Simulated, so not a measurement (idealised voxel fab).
Process module under the name voxel capacitor over wiring
The figure presents cross-section cut, which has a width of 160 nm and is divided into square cells with an edge length of 5 nm.
Cross-section = grid of square cells, listed top down in bands; band = one or more rows. For a band, the entry starts with two heights in nm, that of the top and then that of the bottom, and carries on with the band's materials in order from left to right, each alongside its width in nm; the word "everywhere" beside a single material means it fills the band edge to edge, and "empty" means empty space. Measure heights from 0. That's the level where, below it, the as-received wafer is all one material. The lowest band is bottomless and extends downward; write it as in "z 0 and below". Quick explanation for "30->40": the width changes in equal steps down the rows of cells, from the first number in the band's top row to the second number in its bottom row. Given "remains unaltered" for a step, no cell of the cross-section differs between before and after that step. The list in "Voids lacking openings" covers empty spaces of 8 cells or more that cannot reach the top through any open way, and it gives each as width x height at distance; the distance is from the left edge, and width, height and distance are in nm. Past the settings on a step's line: simulator remark, on that step. overlay nm: mask right of planned place by this much (step with mask). Neg. = left.
Process steps - plan
1 RECEIVE, material Si
2 CONFORMAL_DEP, material SiO2, thk nm 15
3 CONFORMAL_DEP, material SiCN, thk nm 5
4 DIRECTIONAL_DEP, material SiO2, thk nm 20
5 DIRECTIONAL_DEP, material aC, thk nm 15
6 PATTERN, tone open, mask id METAL_1, material resist, width nm 20, pitch nm 70, thk nm 35, overlay nm 0
7 DIRECTIONAL_ETCH, etch materials aC, depth nm 15
8 STRIP, etch materials resist
9 DIRECTIONAL_ETCH, etch materials SiO2, depth nm 20
10 DIRECTIONAL_ETCH, etch materials SiCN, depth nm 5
11 STRIP, etch materials aC
12 CONFORMAL_DEP, material TiN, thk nm 5
13 FILL_DEP, material Cu, thk nm 5
14 CMP, height nm 40
15 EPI, material Ru, thk nm 5
16 FILL_DEP, material SiCN, thk nm 5
17 DIRECTIONAL_DEP, material lowk, thk nm 10
18 PATTERN, tone open, mask id PLUG_1, material resist, width nm 15, thk nm 20, overlay nm 0
19 DIRECTIONAL_ETCH, etch materials lowk, depth nm 10
20 DIRECTIONAL_ETCH, etch materials SiCN, depth nm 5
21 STRIP, etch materials resist
22 CONFORMAL_DEP, material TiN, thk nm 5
23 FILL_DEP, material W, thk nm 5
24 CMP, height nm 60
25 DIRECTIONAL_DEP, material TiN, thk nm 5
26 DIRECTIONAL_DEP, material SiN, thk nm 5
27 DIRECTIONAL_DEP, material TiN, thk nm 10
28 DIRECTIONAL_DEP, material aC, thk nm 15
29 PATTERN, tone cover, mask id UPPER_PLATE, material resist, width nm 55, thk nm 35, overlay nm 0
30 DIRECTIONAL_ETCH, etch materials aC, depth nm 15
31 STRIP, etch materials resist
32 DIRECTIONAL_ETCH, etch materials TiN, depth nm 10
33 DIRECTIONAL_ETCH, etch materials SiN, depth nm 5
34 STRIP, etch materials aC
35 PATTERN, tone cover, mask id LOWER_PLATE, material resist, width nm 65, thk nm 20, overlay nm 0
36 DIRECTIONAL_ETCH, etch materials TiN, depth nm 5
37 STRIP, etch materials resist
38 FILL_DEP, material SiO2, thk nm 15
39 CMP, height nm 90
40 MASKED_ETCH, tone open, mask id PLUG_2, width nm 15, etch materials SiO2, depth nm 10, overlay nm 0
41 CONFORMAL_DEP, material TiN, thk nm 5
42 FILL_DEP, material Cu, thk nm 10
43 CMP, height nm 90
44 CONFORMAL_DEP, material SiN, thk nm 5
First wafer out of two, processed as planned
As received, after step 1
	z 0 and below = Si everywhere
	Voids lacking openings: none
Step 2 done - wafer cross-section
	z 15 to 0 = SiO2 everywhere
	Whatever lies below 0 is exactly as it was before.
Step 3 done - wafer cross-section
	z 20 to 15 = SiCN everywhere
	Whatever lies below 15 is exactly as it was before.
Step 4 done - wafer cross-section
	z 40 to 20 = SiO2 everywhere
	Whatever lies below 20 is exactly as it was before.
Step 5 done - wafer cross-section
	z 55 to 40 = aC everywhere
	Whatever lies below 40 is exactly as it was before.
Step 6 done - wafer cross-section
	z 90 to 55 = 35 of resist; 20 of empty; 50 of resist; 20 of empty; 35 of resist
	Whatever lies below 55 is exactly as it was before.
Step 7 done - wafer cross-section
	z 75 to 55 = 35 of resist; 20 of empty; 50 of resist; 20 of empty; 35 of resist
	z 55 to 40 = 35 of aC; 20 of empty; 50 of aC; 20 of empty; 35 of aC
	Whatever lies below 40 is exactly as it was before.
Step 8 done - wafer cross-section
	z 55 to 40 = 35 of aC; 20 of empty; 50 of aC; 20 of empty; 35 of aC
	Whatever lies below 40 is exactly as it was before.
Step 9 done - wafer cross-section
	z 55 to 40 = 35 of aC; 20 of empty; 50 of aC; 20 of empty; 35 of aC
	z 40 to 20 = 35 of SiO2; 20 of empty; 50 of SiO2; 20 of empty; 35 of SiO2
	Whatever lies below 20 is exactly as it was before.
Step 10 done - wafer cross-section
	z 55 to 40 = 35 of aC; 20 of empty; 50 of aC; 20 of empty; 35 of aC
	z 40 to 20 = 35 of SiO2; 20 of empty; 50 of SiO2; 20 of empty; 35 of SiO2
	z 20 to 15 = 35 of SiCN; 20 of empty; 50 of SiCN; 20 of empty; 35 of SiCN
	Whatever lies below 15 is exactly as it was before.
Step 11 done - wafer cross-section
	z 40 to 20 = 35 of SiO2; 20 of empty; 50 of SiO2; 20 of empty; 35 of SiO2
	Whatever lies below 20 is exactly as it was before.
Step 12 done - wafer cross-section
	z 45 to 40 = 40 of TiN; 10 of empty; 60 of TiN; 10 of empty; 40 of TiN
	z 40 to 20 = 35 of SiO2; 5 of TiN; 10 of empty; 5 of TiN; 50 of SiO2; 5 of TiN; 10 of empty; 5 of TiN; 35 of SiO2
	z 20 to 15 = 35 of SiCN; 20 of TiN; 50 of SiCN; 20 of TiN; 35 of SiCN
	Whatever lies below 15 is exactly as it was before.
Step 13 done - wafer cross-section
	z 50 to 45 = Cu everywhere
	z 45 to 40 = 40 of TiN; 10 of Cu; 60 of TiN; 10 of Cu; 40 of TiN
	z 40 to 20 = 35 of SiO2; 5 of TiN; 10 of Cu; 5 of TiN; 50 of SiO2; 5 of TiN; 10 of Cu; 5 of TiN; 35 of SiO2
	Whatever lies below 20 is exactly as it was before.
Step 14 done - wafer cross-section
	z 40 to 20 = 35 of SiO2; 5 of TiN; 10 of Cu; 5 of TiN; 50 of SiO2; 5 of TiN; 10 of Cu; 5 of TiN; 35 of SiO2
	Whatever lies below 20 is exactly as it was before.
Step 15 done - wafer cross-section
	z 45 to 40 = 30 of empty; 30 of Ru; 40 of empty; 30 of Ru; 30 of empty
	Whatever lies below 40 is exactly as it was before.
Step 16 done - wafer cross-section
	z 50 to 45 = SiCN everywhere
	z 45 to 40 = 30 of SiCN; 30 of Ru; 40 of SiCN; 30 of Ru; 30 of SiCN
	Whatever lies below 40 is exactly as it was before.
Step 17 done - wafer cross-section
	z 60 to 50 = lowk everywhere
	Whatever lies below 50 is exactly as it was before.
Step 18 done - wafer cross-section
	z 80 to 60 = 40 of resist; 15 of empty; 105 of resist
	Whatever lies below 60 is exactly as it was before.
Step 19 done - wafer cross-section
	z 80 to 60 = 40 of resist; 15 of empty; 105 of resist
	z 60 to 50 = 40 of lowk; 15 of empty; 105 of lowk
	Whatever lies below 50 is exactly as it was before.
Step 20 done - wafer cross-section
	z 80 to 60 = 40 of resist; 15 of empty; 105 of resist
	z 60 to 50 = 40 of lowk; 15 of empty; 105 of lowk
	z 50 to 45 = 40 of SiCN; 15 of empty; 105 of SiCN
	Whatever lies below 45 is exactly as it was before.
Step 21 done - wafer cross-section
	z 60 to 50 = 40 of lowk; 15 of empty; 105 of lowk
	Whatever lies below 50 is exactly as it was before.
Step 22 done - wafer cross-section
	z 65 to 60 = 45 of TiN; 5 of empty; 110 of TiN
	z 60 to 50 = 40 of lowk; 5 of TiN; 5 of empty; 5 of TiN; 105 of lowk
	z 50 to 45 = 40 of SiCN; 15 of TiN; 105 of SiCN
	Whatever lies below 45 is exactly as it was before.
Step 23 done - wafer cross-section
	z 70 to 65 = W everywhere
	z 65 to 60 = 45 of TiN; 5 of W; 110 of TiN
	z 60 to 50 = 40 of lowk; 5 of TiN; 5 of W; 5 of TiN; 105 of lowk
	Whatever lies below 50 is exactly as it was before.
Step 24 done - wafer cross-section
	z 60 to 50 = 40 of lowk; 5 of TiN; 5 of W; 5 of TiN; 105 of lowk
	Whatever lies below 50 is exactly as it was before.
Step 25 done - wafer cross-section
	z 65 to 60 = TiN everywhere
	Whatever lies below 60 is exactly as it was before.
Step 26 done - wafer cross-section
	z 70 to 65 = SiN everywhere
	Whatever lies below 65 is exactly as it was before.
Step 27 done - wafer cross-section
	z 80 to 70 = TiN everywhere
	Whatever lies below 70 is exactly as it was before.
Step 28 done - wafer cross-section
	z 95 to 80 = aC everywhere
	Whatever lies below 80 is exactly as it was before.
Step 29 done - wafer cross-section
	z 130 to 95 = 40 of empty; 55 of resist; 65 of empty
	Whatever lies below 95 is exactly as it was before.
Step 30 done - wafer cross-section
	z 115 to 95 = 40 of empty; 55 of resist; 65 of empty
	z 95 to 80 = 40 of empty; 55 of aC; 65 of empty
	Whatever lies below 80 is exactly as it was before.
Step 31 done - wafer cross-section
	z 95 to 80 = 40 of empty; 55 of aC; 65 of empty
	Whatever lies below 80 is exactly as it was before.
Step 32 done - wafer cross-section
	z 95 to 80 = 40 of empty; 55 of aC; 65 of empty
	z 80 to 70 = 40 of empty; 55 of TiN; 65 of empty
	Whatever lies below 70 is exactly as it was before.
Step 33 done - wafer cross-section
	z 95 to 80 = 40 of empty; 55 of aC; 65 of empty
	z 80 to 70 = 40 of empty; 55 of TiN; 65 of empty
	z 70 to 65 = 40 of empty; 55 of SiN; 65 of empty
	Whatever lies below 65 is exactly as it was before.
Step 34 done - wafer cross-section
	z 80 to 70 = 40 of empty; 55 of TiN; 65 of empty
	Whatever lies below 70 is exactly as it was before.
Step 35 done - wafer cross-section
	z 100 to 80 = 35 of empty; 65 of resist; 60 of empty
	z 80 to 70 = 35 of empty; 5 of resist; 55 of TiN; 5 of resist; 60 of empty
	z 70 to 65 = 35 of empty; 5 of resist; 55 of SiN; 5 of resist; 60 of empty
	Whatever lies below 65 is exactly as it was before.
Step 36 done - wafer cross-section
	z 100 to 80 = 35 of empty; 65 of resist; 60 of empty
	z 80 to 70 = 35 of empty; 5 of resist; 55 of TiN; 5 of resist; 60 of empty
	z 70 to 65 = 35 of empty; 5 of resist; 55 of SiN; 5 of resist; 60 of empty
	z 65 to 60 = 35 of empty; 65 of TiN; 60 of empty
	Whatever lies below 60 is exactly as it was before.
Step 37 done - wafer cross-section
	z 80 to 70 = 40 of empty; 55 of TiN; 65 of empty
	z 70 to 65 = 40 of empty; 55 of SiN; 65 of empty
	Whatever lies below 65 is exactly as it was before.
Step 38 done - wafer cross-section
	z 95 to 80 = SiO2 everywhere
	z 80 to 70 = 40 of SiO2; 55 of TiN; 65 of SiO2
	z 70 to 65 = 40 of SiO2; 55 of SiN; 65 of SiO2
	z 65 to 60 = 35 of SiO2; 65 of TiN; 60 of SiO2
	Whatever lies below 60 is exactly as it was before.
Step 39 done - wafer cross-section
	z 90 to 80 = SiO2 everywhere
	Whatever lies below 80 is exactly as it was before.
Step 40 done - wafer cross-section
	z 90 to 80 = 50 of SiO2; 15 of empty; 95 of SiO2
	Whatever lies below 80 is exactly as it was before.
Step 41 done - wafer cross-section
	z 95 to 90 = 55 of TiN; 5 of empty; 100 of TiN
	z 90 to 85 = 50 of SiO2; 5 of TiN; 5 of empty; 5 of TiN; 95 of SiO2
	z 85 to 80 = 50 of SiO2; 15 of TiN; 95 of SiO2
	Whatever lies below 80 is exactly as it was before.
Step 42 done - wafer cross-section
	z 105 to 95 = Cu everywhere
	z 95 to 90 = 55 of TiN; 5 of Cu; 100 of TiN
	z 90 to 85 = 50 of SiO2; 5 of TiN; 5 of Cu; 5 of TiN; 95 of SiO2
	Whatever lies below 85 is exactly as it was before.
Step 43 done - wafer cross-section
	z 90 to 85 = 50 of SiO2; 5 of TiN; 5 of Cu; 5 of TiN; 95 of SiO2
	Whatever lies below 85 is exactly as it was before.
Step 44 done - wafer cross-section
	z 95 to 90 = SiN everywhere
	Whatever lies below 90 is exactly as it was before.
Wafer two. Identical start, identical plan. One mistake in execution. Identical history through step 2
Cross-section of the second wafer corresponding to the planned conclusion of step 3
	z 30 to 15 = SiCN everywhere
	Whatever lies below 15 is exactly as it was before.
Cross-section of the second wafer corresponding to the planned conclusion of step 4
	z 50 to 30 = SiO2 everywhere
	Whatever lies below 30 is exactly as it was before.
Cross-section of the second wafer corresponding to the planned conclusion of step 5
	z 65 to 50 = aC everywhere
	Whatever lies below 50 is exactly as it was before.
Cross-section of the second wafer corresponding to the planned conclusion of step 6
	z 100 to 65 = 35 of resist; 20 of empty; 50 of resist; 20 of empty; 35 of resist
	Whatever lies below 65 is exactly as it was before.
Cross-section of the second wafer corresponding to the planned conclusion of step 7
	z 85 to 65 = 35 of resist; 20 of empty; 50 of resist; 20 of empty; 35 of resist
	z 65 to 50 = 35 of aC; 20 of empty; 50 of aC; 20 of empty; 35 of aC
	Whatever lies below 50 is exactly as it was before.
Cross-section of the second wafer corresponding to the planned conclusion of step 8
	z 65 to 50 = 35 of aC; 20 of empty; 50 of aC; 20 of empty; 35 of aC
	Whatever lies below 50 is exactly as it was before.
Cross-section of the second wafer corresponding to the planned conclusion of step 9
	z 65 to 50 = 35 of aC; 20 of empty; 50 of aC; 20 of empty; 35 of aC
	z 50 to 30 = 35 of SiO2; 20 of empty; 50 of SiO2; 20 of empty; 35 of SiO2
	Whatever lies below 30 is exactly as it was before.
Cross-section of the second wafer corresponding to the planned conclusion of step 10
	z 65 to 50 = 35 of aC; 20 of empty; 50 of aC; 20 of empty; 35 of aC
	z 50 to 30 = 35 of SiO2; 20 of empty; 50 of SiO2; 20 of empty; 35 of SiO2
	z 30 to 25 = 35 of SiCN; 20 of empty; 50 of SiCN; 20 of empty; 35 of SiCN
	Whatever lies below 25 is exactly as it was before.
Cross-section of the second wafer corresponding to the planned conclusion of step 11
	z 50 to 30 = 35 of SiO2; 20 of empty; 50 of SiO2; 20 of empty; 35 of SiO2
	Whatever lies below 30 is exactly as it was before.
Cross-section of the second wafer corresponding to the planned conclusion of step 12
	z 55 to 50 = 40 of TiN; 10 of empty; 60 of TiN; 10 of empty; 40 of TiN
	z 50 to 30 = 35 of SiO2; 5 of TiN; 10 of empty; 5 of TiN; 50 of SiO2; 5 of TiN; 10 of empty; 5 of TiN; 35 of SiO2
	z 30 to 25 = 35 of SiCN; 20 of TiN; 50 of SiCN; 20 of TiN; 35 of SiCN
	Whatever lies below 25 is exactly as it was before.
Cross-section of the second wafer corresponding to the planned conclusion of step 13
	z 60 to 55 = Cu everywhere
	z 55 to 50 = 40 of TiN; 10 of Cu; 60 of TiN; 10 of Cu; 40 of TiN
	z 50 to 30 = 35 of SiO2; 5 of TiN; 10 of Cu; 5 of TiN; 50 of SiO2; 5 of TiN; 10 of Cu; 5 of TiN; 35 of SiO2
	Whatever lies below 30 is exactly as it was before.
Cross-section of the second wafer corresponding to the planned conclusion of step 14
	z 40 to 30 = 35 of SiO2; 5 of TiN; 10 of Cu; 5 of TiN; 50 of SiO2; 5 of TiN; 10 of Cu; 5 of TiN; 35 of SiO2
	Whatever lies below 30 is exactly as it was before.
Cross-section of the second wafer corresponding to the planned conclusion of step 15
	z 45 to 40 = 30 of empty; 30 of Ru; 40 of empty; 30 of Ru; 30 of empty
	Whatever lies below 40 is exactly as it was before.
Cross-section of the second wafer corresponding to the planned conclusion of step 16
	z 50 to 45 = SiCN everywhere
	z 45 to 40 = 30 of SiCN; 30 of Ru; 40 of SiCN; 30 of Ru; 30 of SiCN
	Whatever lies below 40 is exactly as it was before.
Cross-section of the second wafer corresponding to the planned conclusion of step 17
	z 60 to 50 = lowk everywhere
	Whatever lies below 50 is exactly as it was before.
Cross-section of the second wafer corresponding to the planned conclusion of step 18
	z 80 to 60 = 40 of resist; 15 of empty; 105 of resist
	Whatever lies below 60 is exactly as it was before.
Cross-section of the second wafer corresponding to the planned conclusion of step 19
	z 80 to 60 = 40 of resist; 15 of empty; 105 of resist
	z 60 to 50 = 40 of lowk; 15 of empty; 105 of lowk
	Whatever lies below 50 is exactly as it was before.
Cross-section of the second wafer corresponding to the planned conclusion of step 20
	z 80 to 60 = 40 of resist; 15 of empty; 105 of resist
	z 60 to 50 = 40 of lowk; 15 of empty; 105 of lowk
	z 50 to 45 = 40 of SiCN; 15 of empty; 105 of SiCN
	Whatever lies below 45 is exactly as it was before.
Cross-section of the second wafer corresponding to the planned conclusion of step 21
	z 60 to 50 = 40 of lowk; 15 of empty; 105 of lowk
	Whatever lies below 50 is exactly as it was before.
Cross-section of the second wafer corresponding to the planned conclusion of step 22
	z 65 to 60 = 45 of TiN; 5 of empty; 110 of TiN
	z 60 to 50 = 40 of lowk; 5 of TiN; 5 of empty; 5 of TiN; 105 of lowk
	z 50 to 45 = 40 of SiCN; 15 of TiN; 105 of SiCN
	Whatever lies below 45 is exactly as it was before.
Cross-section of the second wafer corresponding to the planned conclusion of step 23
	z 70 to 65 = W everywhere
	z 65 to 60 = 45 of TiN; 5 of W; 110 of TiN
	z 60 to 50 = 40 of lowk; 5 of TiN; 5 of W; 5 of TiN; 105 of lowk
	Whatever lies below 50 is exactly as it was before.
Cross-section of the second wafer corresponding to the planned conclusion of step 24
	z 60 to 50 = 40 of lowk; 5 of TiN; 5 of W; 5 of TiN; 105 of lowk
	Whatever lies below 50 is exactly as it was before.
Cross-section of the second wafer corresponding to the planned conclusion of step 25
	z 65 to 60 = TiN everywhere
	Whatever lies below 60 is exactly as it was before.
Cross-section of the second wafer corresponding to the planned conclusion of step 26
	z 70 to 65 = SiN everywhere
	Whatever lies below 65 is exactly as it was before.
Cross-section of the second wafer corresponding to the planned conclusion of step 27
	z 80 to 70 = TiN everywhere
	Whatever lies below 70 is exactly as it was before.
Cross-section of the second wafer corresponding to the planned conclusion of step 28
	z 95 to 80 = aC everywhere
	Whatever lies below 80 is exactly as it was before.
Cross-section of the second wafer corresponding to the planned conclusion of step 29
	z 130 to 95 = 40 of empty; 55 of resist; 65 of empty
	Whatever lies below 95 is exactly as it was before.
Cross-section of the second wafer corresponding to the planned conclusion of step 30
	z 115 to 95 = 40 of empty; 55 of resist; 65 of empty
	z 95 to 80 = 40 of empty; 55 of aC; 65 of empty
	Whatever lies below 80 is exactly as it was before.
Cross-section of the second wafer corresponding to the planned conclusion of step 31
	z 95 to 80 = 40 of empty; 55 of aC; 65 of empty
	Whatever lies below 80 is exactly as it was before.
Cross-section of the second wafer corresponding to the planned conclusion of step 32
	z 95 to 80 = 40 of empty; 55 of aC; 65 of empty
	z 80 to 70 = 40 of empty; 55 of TiN; 65 of empty
	Whatever lies below 70 is exactly as it was before.
Cross-section of the second wafer corresponding to the planned conclusion of step 33
	z 95 to 80 = 40 of empty; 55 of aC; 65 of empty
	z 80 to 70 = 40 of empty; 55 of TiN; 65 of empty
	z 70 to 65 = 40 of empty; 55 of SiN; 65 of empty
	Whatever lies below 65 is exactly as it was before.
Cross-section of the second wafer corresponding to the planned conclusion of step 34
	z 80 to 70 = 40 of empty; 55 of TiN; 65 of empty
	Whatever lies below 70 is exactly as it was before.
Cross-section of the second wafer corresponding to the planned conclusion of step 35
	z 100 to 80 = 35 of empty; 65 of resist; 60 of empty
	z 80 to 70 = 35 of empty; 5 of resist; 55 of TiN; 5 of resist; 60 of empty
	z 70 to 65 = 35 of empty; 5 of resist; 55 of SiN; 5 of resist; 60 of empty
	Whatever lies below 65 is exactly as it was before.
Cross-section of the second wafer corresponding to the planned conclusion of step 36
	z 100 to 80 = 35 of empty; 65 of resist; 60 of empty
	z 80 to 70 = 35 of empty; 5 of resist; 55 of TiN; 5 of resist; 60 of empty
	z 70 to 65 = 35 of empty; 5 of resist; 55 of SiN; 5 of resist; 60 of empty
	z 65 to 60 = 35 of empty; 65 of TiN; 60 of empty
	Whatever lies below 60 is exactly as it was before.
Cross-section of the second wafer corresponding to the planned conclusion of step 37
	z 80 to 70 = 40 of empty; 55 of TiN; 65 of empty
	z 70 to 65 = 40 of empty; 55 of SiN; 65 of empty
	Whatever lies below 65 is exactly as it was before.
Cross-section of the second wafer corresponding to the planned conclusion of step 38
	z 95 to 80 = SiO2 everywhere
	z 80 to 70 = 40 of SiO2; 55 of TiN; 65 of SiO2
	z 70 to 65 = 40 of SiO2; 55 of SiN; 65 of SiO2
	z 65 to 60 = 35 of SiO2; 65 of TiN; 60 of SiO2
	Whatever lies below 60 is exactly as it was before.
Cross-section of the second wafer corresponding to the planned conclusion of step 39
	z 90 to 80 = SiO2 everywhere
	Whatever lies below 80 is exactly as it was before.
Cross-section of the second wafer corresponding to the planned conclusion of step 40
	z 90 to 80 = 50 of SiO2; 15 of empty; 95 of SiO2
	Whatever lies below 80 is exactly as it was before.
Cross-section of the second wafer corresponding to the planned conclusion of step 41
	z 95 to 90 = 55 of TiN; 5 of empty; 100 of TiN
	z 90 to 85 = 50 of SiO2; 5 of TiN; 5 of empty; 5 of TiN; 95 of SiO2
	z 85 to 80 = 50 of SiO2; 15 of TiN; 95 of SiO2
	Whatever lies below 80 is exactly as it was before.
Cross-section of the second wafer corresponding to the planned conclusion of step 42
	z 105 to 95 = Cu everywhere
	z 95 to 90 = 55 of TiN; 5 of Cu; 100 of TiN
	z 90 to 85 = 50 of SiO2; 5 of TiN; 5 of Cu; 5 of TiN; 95 of SiO2
	Whatever lies below 85 is exactly as it was before.
Cross-section of the second wafer corresponding to the planned conclusion of step 43
	z 90 to 85 = 50 of SiO2; 5 of TiN; 5 of Cu; 5 of TiN; 95 of SiO2
	Whatever lies below 85 is exactly as it was before.
Cross-section of the second wafer corresponding to the planned conclusion of step 44
	z 95 to 90 = SiN everywhere
	Whatever lies below 90 is exactly as it was before.
Misprocessing identified: step 3, actual vs plan mismatch, actual run CONFORMAL_DEP, material SiCN, thk nm 15
Wafer comparison, final, in cells, second relative to first, materials more or fewer: Cu: 8 fewer, SiCN: 64 more, SiO2: 48 fewer, TiN: 8 fewer
